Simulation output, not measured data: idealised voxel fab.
Name of the process module below: voxel wiring stack
Square cell edge 5 nm, section width 260 nm, ID cut.
Heads up, the way a cross-section reads in here is a grid of square cells, handed over as bands from the top down, with every band being one or more rows of cells.
Within each band entry, the heights of the top and of the bottom of the band appear first, in that order and in nm; the materials of the band then follow from left to right, each with its corresponding width in nm. The designation "everywhere" on a single material indicates that it fills the band from edge to edge; the designation "blank" indicates empty space.
Heads up on the height convention: 0 is the point under which the incoming wafer is all one material, and the lowest band has no bottom, it just keeps going down, like "0 down".
Think of "30..40" as a width that walks from the first number to the second as you go down the band, top row to bottom row, taking equal-sized steps from row to row.
Where a step carries "everything unchanged", the cross-section came out of it unchanged, cell for cell.
For the entry "Closed empty spaces", the listed items are empty spaces with no open way to the top whose size is 8 cells or more; each item follows the pattern width x height at distance, where distance is from the left edge and all three are in nm.
On a step's line, text after the settings is the simulator commenting on that step.
"overlay nm", when on a step's line for a step with a mask, measures how far to the right of its planned place the mask lay; a negative measure means to the left.
Listed below are the process steps as planned
1,RECEIVE, material Si
2,CONFORMAL_DEP, material SiO2, thk nm 15
3,CONFORMAL_DEP, material SiN, thk nm 5
4,DIRECTIONAL_DEP, material SiO2, thk nm 15
5,PATTERN, tone open, mask id METAL_1, material resist, width nm 30, pitch nm 60, thk nm 15, overlay nm 0
6,DIRECTIONAL_ETCH, etch materials SiO2, depth nm 15
7,DIRECTIONAL_ETCH, etch materials SiN, depth nm 5
8,STRIP, etch materials resist
9,CONFORMAL_DEP, material TiN, thk nm 5
10,FILL_DEP, material W, thk nm 5
11,CMP, height nm 35
12,EPI, material Ru, thk nm 5
13,FILL_DEP, material SiCN, thk nm 5
14,DIRECTIONAL_DEP, material lowk, thk nm 30
15,DIRECTIONAL_DEP, material aC, thk nm 10
16,PATTERN, tone open, mask id METAL_2, material resist, width nm 30, pitch nm 60, thk nm 25, overlay nm 0
17,DIRECTIONAL_ETCH, etch materials aC, depth nm 10
18,STRIP, etch materials resist
19,DIRECTIONAL_ETCH, etch materials lowk, depth nm 20
20,STRIP, etch materials aC
21,DIRECTIONAL_DEP, material aC, thk nm 15
22,PATTERN, tone open, mask id METAL_2_HOLES, material resist, width nm 15, pitch nm 120, thk nm 30, overlay nm 0
23,DIRECTIONAL_ETCH, etch materials aC, depth nm 15
24,STRIP, etch materials resist
25,DIRECTIONAL_ETCH, etch materials lowk, depth nm 10
26,DIRECTIONAL_ETCH, etch materials SiCN, depth nm 5
27,STRIP, etch materials aC
28,CONFORMAL_DEP, material TiN, thk nm 5
29,FILL_DEP, material Cu, thk nm 5
30,CMP, height nm 75
31,CONFORMAL_DEP, material SiCN, thk nm 5
32,DIRECTIONAL_DEP, material lowk, thk nm 15
33,MASKED_ETCH, tone open, mask id PLUG_2, width nm 15, pitch nm 120, etch materials lowk, depth nm 15, overlay nm 0
34,MASKED_ETCH, tone open, mask id PLUG_2, width nm 15, pitch nm 120, etch materials SiCN, depth nm 5, overlay nm 0
35,EPI, material Ru, thk nm 10
36,EPI, material Ru, thk nm 10
37,DIRECTIONAL_DEP, material TiN, thk nm 5
38,DIRECTIONAL_DEP, material Ru, thk nm 25
39,MASKED_ETCH, tone cover, mask id METAL_3, width nm 30, pitch nm 60, etch materials Ru, depth nm 25, overlay nm 0
40,MASKED_ETCH, tone cover, mask id METAL_3, width nm 30, pitch nm 60, etch materials TiN, depth nm 5, overlay nm 0
41,CONFORMAL_DEP, material SiN, thk nm 5
42,FILL_DEP, material SiO2, thk nm 5
43,CMP, height nm 125
44,CONFORMAL_DEP, material SiN, thk nm 5
The cross-section here shows the wafer as received, i.e. in its state after step 1
    0 down = Si everywhere
    Closed empty spaces: none
First of two wafers: cross-section at end of module, run per plan
    130 to 125 = SiN everywhere
    125 to 100 = SiO2=50 | SiN=5 | Ru=30 | SiN=5 | SiO2=20 | SiN=5 | Ru=30 | SiN=5 | SiO2=20 | SiN=5 | Ru=30 | SiN=5 | SiO2=50
    100 to 95 = SiN=55 | TiN=30 | SiN=30 | TiN=30 | SiN=30 | TiN=30 | SiN=55
    95 to 80 = lowk=55 | Ru=15 | lowk=105 | Ru=15 | lowk=70
    80 to 75 = SiCN=55 | Ru=15 | SiCN=105 | Ru=15 | SiCN=70
    75 to 60 = lowk=55 | TiN=5 | Cu=20 | TiN=5 | lowk=30 | TiN=5 | Cu=20 | TiN=5 | lowk=30 | TiN=5 | Cu=20 | TiN=5 | lowk=55
    60 to 55 = lowk=55 | TiN=5 | Cu=5 | TiN=20 | lowk=30 | TiN=30 | lowk=30 | TiN=5 | Cu=5 | TiN=20 | lowk=55
    55 to 45 = lowk=55 | TiN=5 | Cu=5 | TiN=5 | lowk=105 | TiN=5 | Cu=5 | TiN=5 | lowk=70
    45 to 40 = SiCN=55 | TiN=15 | SiCN=105 | TiN=15 | SiCN=70
    40 to 35 = SiCN=50 | Ru=40 | SiCN=20 | Ru=40 | SiCN=20 | Ru=40 | SiCN=50
    35 to 20 = SiO2=55 | TiN=5 | W=20 | TiN=5 | SiO2=30 | TiN=5 | W=20 | TiN=5 | SiO2=30 | TiN=5 | W=20 | TiN=5 | SiO2=55
    20 to 15 = SiN=55 | TiN=30 | SiN=30 | TiN=30 | SiN=30 | TiN=30 | SiN=55
    15 to 0 = SiO2 everywhere
    0 down = Si everywhere
    Closed empty spaces: none
The second wafer, shown in cross-section after the module: started the same way as the first and given the same plan, yet one mistake crept into how it was run
    130 to 125 = SiN everywhere
    125 to 115 = SiO2=50 | SiN=5 | Ru=30 | SiN=5 | SiO2=20 | SiN=5 | Ru=30 | SiN=5 | SiO2=20 | SiN=5 | Ru=30 | SiN=5 | SiO2=50
    115 to 110 = SiN=55 | Ru=15 | TiN=15 | SiN=30 | TiN=30 | SiN=30 | Ru=15 | TiN=15 | SiN=55
    110 to 100 = lowk=55 | Ru=15 | lowk=105 | Ru=15 | lowk=70
    100 to 95 = lowk=55 | TiN=15 | lowk=105 | TiN=15 | lowk=70
    95 to 80 = lowk everywhere
    80 to 75 = SiCN everywhere
    75 to 60 = lowk=55 | TiN=5 | Cu=20 | TiN=5 | lowk=30 | TiN=5 | Cu=20 | TiN=5 | lowk=30 | TiN=5 | Cu=20 | TiN=5 | lowk=55
    60 to 55 = lowk=55 | TiN=5 | Cu=5 | TiN=20 | lowk=30 | TiN=30 | lowk=30 | TiN=5 | Cu=5 | TiN=20 | lowk=55
    55 to 45 = lowk=55 | TiN=5 | Cu=5 | TiN=5 | lowk=105 | TiN=5 | Cu=5 | TiN=5 | lowk=70
    45 to 40 = SiCN=55 | TiN=15 | SiCN=105 | TiN=15 | SiCN=70
    40 to 35 = SiCN=50 | Ru=40 | SiCN=20 | Ru=40 | SiCN=20 | Ru=40 | SiCN=50
    35 to 20 = SiO2=55 | TiN=5 | W=20 | TiN=5 | SiO2=30 | TiN=5 | W=20 | TiN=5 | SiO2=30 | TiN=5 | W=20 | TiN=5 | SiO2=55
    20 to 15 = SiN=55 | TiN=30 | SiN=30 | TiN=30 | SiN=30 | TiN=30 | SiN=55
    15 to 0 = SiO2 everywhere
    0 down = Si everywhere
    Closed empty spaces: none
Deviation from plan: step 32 from the plan got run twice
Cell-count delta at end, second wafer over first, by material: 60 fewer of Ru | 6 more of SiCN | 18 fewer of SiN | 84 fewer of SiO2 | 156 more of lowk
